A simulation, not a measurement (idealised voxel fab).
Process module name: voxel gate over fins
Cross-sectional view cut (width: 290 nm; square cell size: 5 nm).
Each cross-section below is a grid of square cells, stated as bands in top-down order, with one or more rows of cells making up each band. Band: top height; bottom height; in nm. Then, left to right: material with width in nm, for each material. "edge to edge": a single material spanning edge to edge. "empty": empty space. Beneath 0, the wafer as received is one material, and that level is where height counting begins. The lowest band goes on downward without a bottom; it is written like "z 0 and below". So if you see something like "30 to 40" for the width, read it as the top row of the band sitting at the first number and the bottom row at the second, with every row in between moving by the same amount as the last. Key: "changes: none" - step with no changed cell in the cross-section. Basically, "Sealed void list" tells you about the enclosed voids: empty spaces with no open way to the top, 8 cells or bigger, each written width x height at distance, where distance is from the left edge, all in nm. What comes after the settings on a step's line is commentary from the simulator itself on that step. A step line may carry the setting "overlay nm", which, for steps involving a mask, states the distance by which the mask lay to the right of its intended position; negative values denote displacement to the left.

# Planned process steps
1 RECEIVE | material Si
2 CONFORMAL_DEP | material SiN | thk nm 10
3 PATTERN | tone cover | mask id FINS | material resist | width nm 15 | pitch nm 35 | thk nm 20 | overlay nm 0
4 DIRECTIONAL_ETCH | etch materials SiN | depth nm 10
5 DIRECTIONAL_ETCH | etch materials Si | depth nm 35
6 STRIP | etch materials resist
7 OXIDIZE | depth nm 5
8 FILL_DEP | material SiO2 | thk nm 10
9 CMP | height nm 10
10 SELECTIVE_ETCH | etch materials SiO2 | depth nm 25
11 STRIP | etch materials SiN
12 CONFORMAL_DEP | material HfO2 | thk nm 5
13 CONFORMAL_DEP | material TiN | thk nm 5
14 FILL_DEP | material W | thk nm 10
15 CMP | height nm 15
16 CONFORMAL_DEP | material SiCN | thk nm 10

# Cross-section of the wafer as it came to us, i.e., already through step 1
* z 0 and below | Si edge to edge
* Sealed void list: none

# The cross-section shown corresponds to the wafer at the conclusion of the module. The initial structure and the process plan are those presented above; however, one mistake occurred in executing the plan
* z 25 to 15 | SiCN edge to edge
* z 15 to 5 | W edge to edge
* z 5 to 0 | W=120, then TiN=15, then W=20, then TiN=15, then W=120
* z 0 to -10 | W=120, then TiN=5, then Si=5, then TiN=5, then W=20, then TiN=5, then Si=5, then TiN=5, then W=120
* z -10 to -15 | TiN=125, then Si=5, then TiN=30, then Si=5, then TiN=125
* z -15 to -40 | SiO2=125, then Si=5, then SiO2=30, then Si=5, then SiO2=125
* z -40 and below | Si edge to edge
* Sealed void list: none
In executing the process, a mistake was made relative to the plan: step 12 of the plan was omitted and not executed
